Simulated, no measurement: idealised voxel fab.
The document below concerns the process module designated voxel ribs on slabs.
This is section cut - it's 275 nm across, gridded in 5 nm square cells.
A cross-section is written here as square cells arranged in a grid, and it is given in bands from the top down, each band taking up one or more rows of cells. Per band: top height and bottom height in nm, followed by the left-to-right materials and their widths in nm; "edge to edge" marks a single material spanning edge to edge, "empty" marks empty space. Heads up on the height convention: 0 is the point under which the incoming wafer is all one material, and the lowest band has no bottom, it just keeps going down, like "0 -> down". Width: "30 to 40" (first number = top row, second number = bottom row, same change from row to row of cells). "same as before" -> step changed no cross-section cell. Basically, "Trapped voids" tells you about the enclosed voids: empty spaces with no open way to the top, 8 cells or bigger, each written width x height at distance, where distance is from the left edge, all in nm. Formally, on a step line, whatever follows the settings is a remark that the simulator itself makes on the step. When a step includes a mask, the "overlay nm" setting on its line states how far to the right of its planned place that mask lay, and negative values state how far to the left.
So here's the lineup of process steps we planned:
1) op RECEIVE | material Si
2) op DIRECTIONAL_DEP | material SiO2 | thk nm 20
3) op DIRECTIONAL_DEP | material polySi | thk nm 15
4) op MASKED_ETCH | tone cover | mask id RIB | width nm 15 | etch materials polySi | depth nm 5 | overlay nm 0
5) op PATTERN | tone cover | mask id SLAB | material resist | width nm 45 | thk nm 20 | overlay nm 0
6) op DIRECTIONAL_ETCH | etch materials polySi | depth nm 10
7) op STRIP | etch materials resist
8) op FILL_DEP | material SiO2 | thk nm 25
9) op CMP | height nm 55
10) op DIRECTIONAL_DEP | material W | thk nm 10
11) op MASKED_ETCH | tone cover | mask id HEATER | width nm 25 | etch materials W | depth nm 10 | overlay nm 0
12) op CONFORMAL_DEP | material SiO2 | thk nm 5
Here's what the wafer looked like in cross-section when it arrived - that's after step 1:
* 0 -> down: Si edge to edge
* Trapped voids: none
As-planned run: cross-section of the first of two wafers at end of module:
* 70 -> 65: empty: 120; SiO2: 35; empty: 120
* 65 -> 60: empty: 120; SiO2: 5; W: 25; SiO2: 5; empty: 120
* 60 -> 55: SiO2: 125; W: 25; SiO2: 125
* 55 -> 35: SiO2 edge to edge
* 35 -> 30: SiO2: 130; polySi: 15; SiO2: 130
* 30 -> 20: SiO2: 115; polySi: 45; SiO2: 115
* 20 -> 0: SiO2 edge to edge
* 0 -> down: Si edge to edge
* Trapped voids: none
Wafer two, sectioned after the module: the first wafer's start, the first wafer's plan, and one mistake in how it was run:
* 70 -> 65: empty: 115; SiO2: 35; empty: 125
* 65 -> 60: empty: 115; SiO2: 5; W: 25; SiO2: 5; empty: 125
* 60 -> 55: SiO2: 120; W: 25; SiO2: 130
* 55 -> 35: SiO2 edge to edge
* 35 -> 30: SiO2: 130; polySi: 15; SiO2: 130
* 30 -> 20: SiO2: 115; polySi: 45; SiO2: 115
* 20 -> 0: SiO2 edge to edge
* 0 -> down: Si edge to edge
* Trapped voids: none
Against the plan, the run slipped here: in deviation from the planned setting, step 11 was conducted as op MASKED_ETCH | tone cover | mask id HEATER | width nm 25 | etch materials W | depth nm 10 | overlay nm -5
Same inventory, different map: at the end, the second wafer holds as many cells of each material as the first, placed elsewhere.
